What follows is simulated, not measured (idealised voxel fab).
process module | voxel ribs on slabs
cross-section cut | 250 nm wide | cells 5 nm
A cross-section is a grid of square cells, given in bands from the top down. A band is one or more rows of cells.
Each band's line starts with the height of the band's top and of its bottom, in nm. Then come its materials from left to right, each with its width in nm. One material with "throughout" fills the band from edge to edge. "air" is empty space.
Height 0 is the level under which the wafer as received is all one material. The lowest band goes on downwards, as in "0 down".
A width such as "30 to 40" changes by the same amount from each row of cells to the next, from the band's top row to its bottom row.
"no change" after a step means that no cell of the cross-section changed.
closed voids: empty space of 8 cells or more with no open way to the top, each as width x height at its distance from the left edge, in nm
after a step's settings: what the simulator itself notes on the step
overlay nm, on a step with a mask: how far to the right of its planned place the mask lay; to the left if negative
Each pair below shows a cross-section before one step and the cross-section after it, down to the lowest band that changed. The line under each pair gives the step between them, with its settings. The pairs can come from different runs of this module on the same starting wafer, so a pair continues from the pair above only where its "before" says so.
before
  0 down: Si throughout
  closed voids: none
after
  20 to 0: SiO2 throughout
  below 0: unchanged
  closed voids: none
the step between: op DIRECTIONAL_DEP | material SiO2 | thk nm 20
before: the cross-section after the pair above
after
  45 to 20: polySi throughout
  below 20: unchanged
  closed voids: none
the step between: op DIRECTIONAL_DEP | material polySi | thk nm 25
before: the cross-section after the pair above
after
  45 to 35: air 115 | polySi 20 | air 115
  below 35: unchanged
  closed voids: none
the step between: op MASKED_ETCH | tone cover | mask id RIB | width nm 20 | etch materials polySi | depth nm 10 | overlay nm 0
before: the cross-section after the pair above
after
  60 to 45: air 90 | resist 70 | air 90
  45 to 35: air 90 | resist 25 | polySi 20 | resist 25 | air 90
  below 35: unchanged
  closed voids: none
the step between: op PATTERN | tone cover | mask id SLAB | material resist | width nm 70 | thk nm 15 | overlay nm 0
before: the cross-section after the pair above
after
  60 to 45: air 90 | resist 70 | air 90
  45 to 35: air 90 | resist 25 | polySi 20 | resist 25 | air 90
  35 to 20: air 90 | polySi 70 | air 90
  below 20: unchanged
  closed voids: none
the step between: op DIRECTIONAL_ETCH | etch materials polySi | depth nm 15
before: the cross-section after the pair above
after
  45 to 35: air 115 | polySi 20 | air 115
  below 35: unchanged
  closed voids: none
the step between: op STRIP | etch materials resist
before: the cross-section after the pair above
after
  65 to 45: SiO2 throughout
  45 to 35: SiO2 115 | polySi 20 | SiO2 115
  35 to 20: SiO2 90 | polySi 70 | SiO2 90
  below 20: unchanged
  closed voids: none
the step between: op FILL_DEP | material SiO2 | thk nm 20
before: the cross-section after the pair above
after
  55 to 45: SiO2 throughout
  below 45: unchanged
  closed voids: none
the step between: op CMP | height nm 55
before: the cross-section after the pair above
after
  60 to 55: W throughout
  below 55: unchanged
  closed voids: none
the step between: op DIRECTIONAL_DEP | material W | thk nm 5
before: the cross-section after the pair above
after
  70 to 60: aC throughout
  below 60: unchanged
  closed voids: none
the step between: op DIRECTIONAL_DEP | material aC | thk nm 10
before: the cross-section after the pair above
after
  95 to 70: air 110 | resist 30 | air 110
  below 70: unchanged
  closed voids: none
the step between: op PATTERN | tone cover | mask id HEATER | material resist | width nm 30 | thk nm 25 | overlay nm 0
before: the cross-section after the pair above
after
  85 to 70: air 110 | resist 30 | air 110
  70 to 60: air 110 | aC 30 | air 110
  below 60: unchanged
  closed voids: none
the step between: op DIRECTIONAL_ETCH | etch materials aC | depth nm 10
before: the cross-section after the pair above
after
  70 to 60: air 110 | aC 30 | air 110
  below 60: unchanged
  closed voids: none
the step between: op STRIP | etch materials resist
before: the cross-section after the pair above
after
  70 to 60: air 110 | aC 30 | air 110
  60 to 55: air 110 | W 30 | air 110
  below 55: unchanged
  closed voids: none
the step between: op DIRECTIONAL_ETCH | etch materials W | depth nm 5
before: the cross-section after the pair above
after
  60 to 55: air 110 | W 30 | air 110
  below 55: unchanged
  closed voids: none
the step between: op STRIP | etch materials aC
before: the cross-section after the pair above
after
  65 to 60: air 105 | SiN 40 | air 105
  60 to 55: SiN 110 | W 30 | SiN 110
  below 55: unchanged
  closed voids: none
the step between: op CONFORMAL_DEP | material SiN | thk nm 5
before
  45 to 20: polySi throughout
  20 to 0: SiO2 throughout
  0 down: Si throughout
  closed voids: none
after
  70 to 20: polySi throughout
  below 20: unchanged
  closed voids: none
the step between: op DIRECTIONAL_DEP | material polySi | thk nm 25
before: the cross-section after the pair above
after
  70 to 60: air 115 | polySi 20 | air 115
  below 60: unchanged
  closed voids: none
the step between: op MASKED_ETCH | tone cover | mask id RIB | width nm 20 | etch materials polySi | depth nm 10 | overlay nm 0
before: the cross-section after the pair above
after
  85 to 70: air 90 | resist 70 | air 90
  70 to 60: air 90 | resist 25 | polySi 20 | resist 25 | air 90
  below 60: unchanged
  closed voids: none
the step between: op PATTERN | tone cover | mask id SLAB | material resist | width nm 70 | thk nm 15 | overlay nm 0
before: the cross-section after the pair above
after
  85 to 70: air 90 | resist 70 | air 90
  70 to 60: air 90 | resist 25 | polySi 20 | resist 25 | air 90
  60 to 45: air 90 | polySi 70 | air 90
  below 45: unchanged
  closed voids: none
the step between: op DIRECTIONAL_ETCH | etch materials polySi | depth nm 15
before: the cross-section after the pair above
after
  70 to 60: air 115 | polySi 20 | air 115
  below 60: unchanged
  closed voids: none
the step between: op STRIP | etch materials resist
before: the cross-section after the pair above
after
  90 to 70: SiO2 throughout
  70 to 60: SiO2 115 | polySi 20 | SiO2 115
  60 to 45: SiO2 90 | polySi 70 | SiO2 90
  below 45: unchanged
  closed voids: none
the step between: op FILL_DEP | material SiO2 | thk nm 20
before: the cross-section after the pair above
after
  55 to 45: SiO2 90 | polySi 70 | SiO2 90
  below 45: unchanged
  closed voids: none
the step between: op CMP | height nm 55
before: the cross-section after the pair above
after
  60 to 55: W throughout
  below 55: unchanged
  closed voids: none
the step between: op DIRECTIONAL_DEP | material W | thk nm 5
before: the cross-section after the pair above
after
  70 to 60: aC throughout
  below 60: unchanged
  closed voids: none
the step between: op DIRECTIONAL_DEP | material aC | thk nm 10
before: the cross-section after the pair above
after
  95 to 70: air 110 | resist 30 | air 110
  below 70: unchanged
  closed voids: none
the step between: op PATTERN | tone cover | mask id HEATER | material resist | width nm 30 | thk nm 25 | overlay nm 0
before: the cross-section after the pair above
after
  85 to 70: air 110 | resist 30 | air 110
  70 to 60: air 110 | aC 30 | air 110
  below 60: unchanged
  closed voids: none
the step between: op DIRECTIONAL_ETCH | etch materials aC | depth nm 10
before: the cross-section after the pair above
after
  70 to 60: air 110 | aC 30 | air 110
  below 60: unchanged
  closed voids: none
the step between: op STRIP | etch materials resist
before: the cross-section after the pair above
after
  70 to 60: air 110 | aC 30 | air 110
  60 to 55: air 110 | W 30 | air 110
  below 55: unchanged
  closed voids: none
the step between: op DIRECTIONAL_ETCH | etch materials W | depth nm 5
before: the cross-section after the pair above
after
  60 to 55: air 110 | W 30 | air 110
  below 55: unchanged
  closed voids: none
the step between: op STRIP | etch materials aC
before: the cross-section after the pair above
after
  65 to 60: air 105 | SiN 40 | air 105
  60 to 55: SiN 110 | W 30 | SiN 110
  below 55: unchanged
  closed voids: none
the step between: op CONFORMAL_DEP | material SiN | thk nm 5
before
  0 down: Si throughout
  closed voids: none
after
  25 to 0: polySi throughout
  below 0: unchanged
  closed voids: none
the step between: op DIRECTIONAL_DEP | material polySi | thk nm 25
before: the cross-section after the pair above
after
  45 to 25: SiO2 throughout
  below 25: unchanged
  closed voids: none
the step between: op DIRECTIONAL_DEP | material SiO2 | thk nm 20
before: the cross-section after the pair above
after
  60 to 45: air 90 | resist 70 | air 90
  below 45: unchanged
  closed voids: none
the step between: op PATTERN | tone cover | mask id SLAB | material resist | width nm 70 | thk nm 15 | overlay nm 0
before: the cross-section after the pair above
after
  45 to 25: SiO2 throughout
  below 25: unchanged
  closed voids: none
the step between: op STRIP | etch materials resist
before: the cross-section after the pair above
after
  65 to 25: SiO2 throughout
  below 25: unchanged
  closed voids: none
the step between: op FILL_DEP | material SiO2 | thk nm 20
before: the cross-section after the pair above
after
  55 to 25: SiO2 throughout
  below 25: unchanged
  closed voids: none
the step between: op CMP | height nm 55
before: the cross-section after the pair above
after
  60 to 55: W throughout
  below 55: unchanged
  closed voids: none
the step between: op DIRECTIONAL_DEP | material W | thk nm 5
before: the cross-section after the pair above
after
  70 to 60: aC throughout
  below 60: unchanged
  closed voids: none
the step between: op DIRECTIONAL_DEP | material aC | thk nm 10
before: the cross-section after the pair above
after
  95 to 70: air 110 | resist 30 | air 110
  below 70: unchanged
  closed voids: none
the step between: op PATTERN | tone cover | mask id HEATER | material resist | width nm 30 | thk nm 25 | overlay nm 0
before: the cross-section after the pair above
after
  85 to 70: air 110 | resist 30 | air 110
  70 to 60: air 110 | aC 30 | air 110
  below 60: unchanged
  closed voids: none
the step between: op DIRECTIONAL_ETCH | etch materials aC | depth nm 10
before: the cross-section after the pair above
after
  70 to 60: air 110 | aC 30 | air 110
  below 60: unchanged
  closed voids: none
the step between: op STRIP | etch materials resist
before: the cross-section after the pair above
after
  70 to 60: air 110 | aC 30 | air 110
  60 to 55: air 110 | W 30 | air 110
  below 55: unchanged
  closed voids: none
the step between: op DIRECTIONAL_ETCH | etch materials W | depth nm 5
before: the cross-section after the pair above
after
  60 to 55: air 110 | W 30 | air 110
  below 55: unchanged
  closed voids: none
the step between: op STRIP | etch materials aC
before: the cross-section after the pair above
after
  65 to 60: air 105 | SiN 40 | air 105
  60 to 55: SiN 110 | W 30 | SiN 110
  below 55: unchanged
  closed voids: none
the step between: op CONFORMAL_DEP | material SiN | thk nm 5
before
  0 down: Si throughout
  closed voids: none
after
  10 to 0: SiO2 throughout
  below 0: unchanged
  closed voids: none
the step between: op DIRECTIONAL_DEP | material SiO2 | thk nm 10
before: the cross-section after the pair above
after
  35 to 10: polySi throughout
  below 10: unchanged
  closed voids: none
the step between: op DIRECTIONAL_DEP | material polySi | thk nm 25
before: the cross-section after the pair above
after
  35 to 25: air 115 | polySi 20 | air 115
  below 25: unchanged
  closed voids: none
the step between: op MASKED_ETCH | tone cover | mask id RIB | width nm 20 | etch materials polySi | depth nm 10 | overlay nm 0
before: the cross-section after the pair above
after
  50 to 35: air 90 | resist 70 | air 90
  35 to 25: air 90 | resist 25 | polySi 20 | resist 25 | air 90
  below 25: unchanged
  closed voids: none
the step between: op PATTERN | tone cover | mask id SLAB | material resist | width nm 70 | thk nm 15 | overlay nm 0
before: the cross-section after the pair above
after
  50 to 35: air 90 | resist 70 | air 90
  35 to 25: air 90 | resist 25 | polySi 20 | resist 25 | air 90
  25 to 10: air 90 | polySi 70 | air 90
  below 10: unchanged
  closed voids: none
the step between: op DIRECTIONAL_ETCH | etch materials polySi | depth nm 15
before: the cross-section after the pair above
after
  35 to 25: air 115 | polySi 20 | air 115
  below 25: unchanged
  closed voids: none
the step between: op STRIP | etch materials resist
before: the cross-section after the pair above
after
  55 to 35: SiO2 throughout
  35 to 25: SiO2 115 | polySi 20 | SiO2 115
  25 to 10: SiO2 90 | polySi 70 | SiO2 90
  below 10: unchanged
  closed voids: none
the step between: op FILL_DEP | material SiO2 | thk nm 20
before: the cross-section after the pair above
after
  60 to 55: W throughout
  below 55: unchanged
  closed voids: none
the step between: op DIRECTIONAL_DEP | material W | thk nm 5
before: the cross-section after the pair above
after
  70 to 60: aC throughout
  below 60: unchanged
  closed voids: none
the step between: op DIRECTIONAL_DEP | material aC | thk nm 10
before: the cross-section after the pair above
after
  95 to 70: air 110 | resist 30 | air 110
  below 70: unchanged
  closed voids: none
the step between: op PATTERN | tone cover | mask id HEATER | material resist | width nm 30 | thk nm 25 | overlay nm 0
before: the cross-section after the pair above
after
  85 to 70: air 110 | resist 30 | air 110
  70 to 60: air 110 | aC 30 | air 110
  below 60: unchanged
  closed voids: none
the step between: op DIRECTIONAL_ETCH | etch materials aC | depth nm 10
before: the cross-section after the pair above
after
  70 to 60: air 110 | aC 30 | air 110
  below 60: unchanged
  closed voids: none
the step between: op STRIP | etch materials resist
before: the cross-section after the pair above
after
  70 to 60: air 110 | aC 30 | air 110
  60 to 55: air 110 | W 30 | air 110
  below 55: unchanged
  closed voids: none
the step between: op DIRECTIONAL_ETCH | etch materials W | depth nm 5
before: the cross-section after the pair above
after
  60 to 55: air 110 | W 30 | air 110
  below 55: unchanged
  closed voids: none
the step between: op STRIP | etch materials aC
before: the cross-section after the pair above
after
  65 to 60: air 105 | SiN 40 | air 105
  60 to 55: SiN 110 | W 30 | SiN 110
  below 55: unchanged
  closed voids: none
the step between: op CONFORMAL_DEP | material SiN | thk nm 5
before
  45 to 20: polySi throughout
  20 to 0: SiO2 throughout
  0 down: Si throughout
  closed voids: none
after
  45 to 35: air 110 | polySi 30 | air 110
  below 35: unchanged
  closed voids: none
the step between: op MASKED_ETCH | tone cover | mask id RIB | width nm 30 | etch materials polySi | depth nm 10 | overlay nm 0
before: the cross-section after the pair above
after
  60 to 45: air 90 | resist 70 | air 90
  45 to 35: air 90 | resist 20 | polySi 30 | resist 20 | air 90
  below 35: unchanged
  closed voids: none
the step between: op PATTERN | tone cover | mask id SLAB | material resist | width nm 70 | thk nm 15 | overlay nm 0
before: the cross-section after the pair above
after
  60 to 45: air 90 | resist 70 | air 90
  45 to 35: air 90 | resist 20 | polySi 30 | resist 20 | air 90
  35 to 20: air 90 | polySi 70 | air 90
  below 20: unchanged
  closed voids: none
the step between: op DIRECTIONAL_ETCH | etch materials polySi | depth nm 15
before: the cross-section after the pair above
after
  45 to 35: air 110 | polySi 30 | air 110
  below 35: unchanged
  closed voids: none
the step between: op STRIP | etch materials resist
before: the cross-section after the pair above
after
  65 to 45: SiO2 throughout
  45 to 35: SiO2 110 | polySi 30 | SiO2 110
  35 to 20: SiO2 90 | polySi 70 | SiO2 90
  below 20: unchanged
  closed voids: none
the step between: op FILL_DEP | material SiO2 | thk nm 20
before: the cross-section after the pair above
after
  55 to 45: SiO2 throughout
  below 45: unchanged
  closed voids: none
the step between: op CMP | height nm 55
before: the cross-section after the pair above
after
  60 to 55: W throughout
  below 55: unchanged
  closed voids: none
the step between: op DIRECTIONAL_DEP | material W | thk nm 5
before: the cross-section after the pair above
after
  70 to 60: aC throughout
  below 60: unchanged
  closed voids: none
the step between: op DIRECTIONAL_DEP | material aC | thk nm 10
before: the cross-section after the pair above
after
  95 to 70: air 110 | resist 30 | air 110
  below 70: unchanged
  closed voids: none
the step between: op PATTERN | tone cover | mask id HEATER | material resist | width nm 30 | thk nm 25 | overlay nm 0
before: the cross-section after the pair above
after
  85 to 70: air 110 | resist 30 | air 110
  70 to 60: air 110 | aC 30 | air 110
  below 60: unchanged
  closed voids: none
the step between: op DIRECTIONAL_ETCH | etch materials aC | depth nm 10
before: the cross-section after the pair above
after
  70 to 60: air 110 | aC 30 | air 110
  below 60: unchanged
  closed voids: none
the step between: op STRIP | etch materials resist
before: the cross-section after the pair above
after
  70 to 60: air 110 | aC 30 | air 110
  60 to 55: air 110 | W 30 | air 110
  below 55: unchanged
  closed voids: none
the step between: op DIRECTIONAL_ETCH | etch materials W | depth nm 5
before: the cross-section after the pair above
after
  60 to 55: air 110 | W 30 | air 110
  below 55: unchanged
  closed voids: none
the step between: op STRIP | etch materials aC
before: the cross-section after the pair above
after
  65 to 60: air 105 | SiN 40 | air 105
  60 to 55: SiN 110 | W 30 | SiN 110
  below 55: unchanged
  closed voids: none
the step between: op CONFORMAL_DEP | material SiN | thk nm 5
before
  45 to 35: air 115 | polySi 20 | air 115
  35 to 20: polySi throughout
  20 to 0: SiO2 throughout
  0 down: Si throughout
  closed voids: none
after
  60 to 45: air 80 | resist 70 | air 100
  45 to 35: air 80 | resist 35 | polySi 20 | resist 15 | air 100
  below 35: unchanged
  closed voids: none
the step between: op PATTERN | tone cover | mask id SLAB | material resist | width nm 70 | thk nm 15 | overlay nm -10
before: the cross-section after the pair above
after
  60 to 45: air 80 | resist 70 | air 100
  45 to 35: air 80 | resist 35 | polySi 20 | resist 15 | air 100
  35 to 20: air 80 | polySi 70 | air 100
  below 20: unchanged
  closed voids: none
the step between: op DIRECTIONAL_ETCH | etch materials polySi | depth nm 15
before: the cross-section after the pair above
after
  45 to 35: air 115 | polySi 20 | air 115
  below 35: unchanged
  closed voids: none
the step between: op STRIP | etch materials resist
before: the cross-section after the pair above
after
  65 to 45: SiO2 throughout
  45 to 35: SiO2 115 | polySi 20 | SiO2 115
  35 to 20: SiO2 80 | polySi 70 | SiO2 100
  below 20: unchanged
  closed voids: none
the step between: op FILL_DEP | material SiO2 | thk nm 20
before: the cross-section after the pair above
after
  55 to 45: SiO2 throughout
  below 45: unchanged
  closed voids: none
the step between: op CMP | height nm 55
before: the cross-section after the pair above
after
  60 to 55: W throughout
  below 55: unchanged
  closed voids: none
the step between: op DIRECTIONAL_DEP | material W | thk nm 5
before: the cross-section after the pair above
after
  70 to 60: aC throughout
  below 60: unchanged
  closed voids: none
the step between: op DIRECTIONAL_DEP | material aC | thk nm 10
before: the cross-section after the pair above
after
  95 to 70: air 110 | resist 30 | air 110
  below 70: unchanged
  closed voids: none
the step between: op PATTERN | tone cover | mask id HEATER | material resist | width nm 30 | thk nm 25 | overlay nm 0
before: the cross-section after the pair above
after
  85 to 70: air 110 | resist 30 | air 110
  70 to 60: air 110 | aC 30 | air 110
  below 60: unchanged
  closed voids: none
the step between: op DIRECTIONAL_ETCH | etch materials aC | depth nm 10
before: the cross-section after the pair above
after
  70 to 60: air 110 | aC 30 | air 110
  below 60: unchanged
  closed voids: none
the step between: op STRIP | etch materials resist
before: the cross-section after the pair above
after
  70 to 60: air 110 | aC 30 | air 110
  60 to 55: air 110 | W 30 | air 110
  below 55: unchanged
  closed voids: none
the step between: op DIRECTIONAL_ETCH | etch materials W | depth nm 5
before: the cross-section after the pair above
after
  60 to 55: air 110 | W 30 | air 110
  below 55: unchanged
  closed voids: none
the step between: op STRIP | etch materials aC
before: the cross-section after the pair above
after
  65 to 60: air 105 | SiN 40 | air 105
  60 to 55: SiN 110 | W 30 | SiN 110
  below 55: unchanged
  closed voids: none
the step between: op CONFORMAL_DEP | material SiN | thk nm 5
before
  45 to 35: air 115 | polySi 20 | air 115
  35 to 20: air 90 | polySi 70 | air 90
  20 to 0: SiO2 throughout
  0 down: Si throughout
  closed voids: none
after
  65 to 45: W throughout
  45 to 35: W 115 | polySi 20 | W 115
  35 to 20: W 90 | polySi 70 | W 90
  below 20: unchanged
  closed voids: none
the step between: op FILL_DEP | material W | thk nm 20
before: the cross-section after the pair above
after
  55 to 45: W throughout
  below 45: unchanged
  closed voids: none
the step between: op CMP | height nm 55
before: the cross-section after the pair above
after
  60 to 45: W throughout
  below 45: unchanged
  closed voids: none
the step between: op DIRECTIONAL_DEP | material W | thk nm 5
before: the cross-section after the pair above
after
  70 to 60: aC throughout
  below 60: unchanged
  closed voids: none
the step between: op DIRECTIONAL_DEP | material aC | thk nm 10
before: the cross-section after the pair above
after
  95 to 70: air 110 | resist 30 | air 110
  below 70: unchanged
  closed voids: none
the step between: op PATTERN | tone cover | mask id HEATER | material resist | width nm 30 | thk nm 25 | overlay nm 0
before: the cross-section after the pair above
after
  85 to 70: air 110 | resist 30 | air 110
  70 to 60: air 110 | aC 30 | air 110
  below 60: unchanged
  closed voids: none
the step between: op DIRECTIONAL_ETCH | etch materials aC | depth nm 10
before: the cross-section after the pair above
after
  70 to 60: air 110 | aC 30 | air 110
  below 60: unchanged
  closed voids: none
the step between: op STRIP | etch materials resist
before: the cross-section after the pair above
after
  70 to 60: air 110 | aC 30 | air 110
  60 to 55: air 110 | W 30 | air 110
  below 55: unchanged
  closed voids: none
the step between: op DIRECTIONAL_ETCH | etch materials W | depth nm 5
before: the cross-section after the pair above
after
  60 to 55: air 110 | W 30 | air 110
  below 55: unchanged
  closed voids: none
the step between: op STRIP | etch materials aC
before: the cross-section after the pair above
after
  65 to 60: air 105 | SiN 40 | air 105
  60 to 55: SiN 110 | W 30 | SiN 110
  below 55: unchanged
  closed voids: none
the step between: op CONFORMAL_DEP | material SiN | thk nm 5
before
  70 to 60: aC throughout
  60 to 55: W throughout
  55 to 45: SiO2 throughout
  45 to 35: SiO2 115 | polySi 20 | SiO2 115
  35 to 20: SiO2 90 | polySi 70 | SiO2 90
  20 to 0: SiO2 throughout
  0 down: Si throughout
  closed voids: none
after
  95 to 70: resist 110 | air 30 | resist 110
  below 70: unchanged
  closed voids: none
the step between: op PATTERN | tone open | mask id HEATER | material resist | width nm 30 | thk nm 25 | overlay nm 0
before: the cross-section after the pair above
after
  85 to 70: resist 110 | air 30 | resist 110
  70 to 60: aC 110 | air 30 | aC 110
  below 60: unchanged
  closed voids: none
the step between: op DIRECTIONAL_ETCH | etch materials aC | depth nm 10
before: the cross-section after the pair above
after
  70 to 60: aC 110 | air 30 | aC 110
  below 60: unchanged
  closed voids: none
the step between: op STRIP | etch materials resist
before: the cross-section after the pair above
after
  70 to 60: aC 110 | air 30 | aC 110
  60 to 55: W 110 | air 30 | W 110
  below 55: unchanged
  closed voids: none
the step between: op DIRECTIONAL_ETCH | etch materials W | depth nm 5
before: the cross-section after the pair above
after
  60 to 55: W 110 | air 30 | W 110
  below 55: unchanged
  closed voids: none
the step between: op STRIP | etch materials aC
before: the cross-section after the pair above
after
  65 to 60: SiN 115 | air 20 | SiN 115
  60 to 55: W 110 | SiN 30 | W 110
  below 55: unchanged
  closed voids: none
the step between: op CONFORMAL_DEP | material SiN | thk nm 5
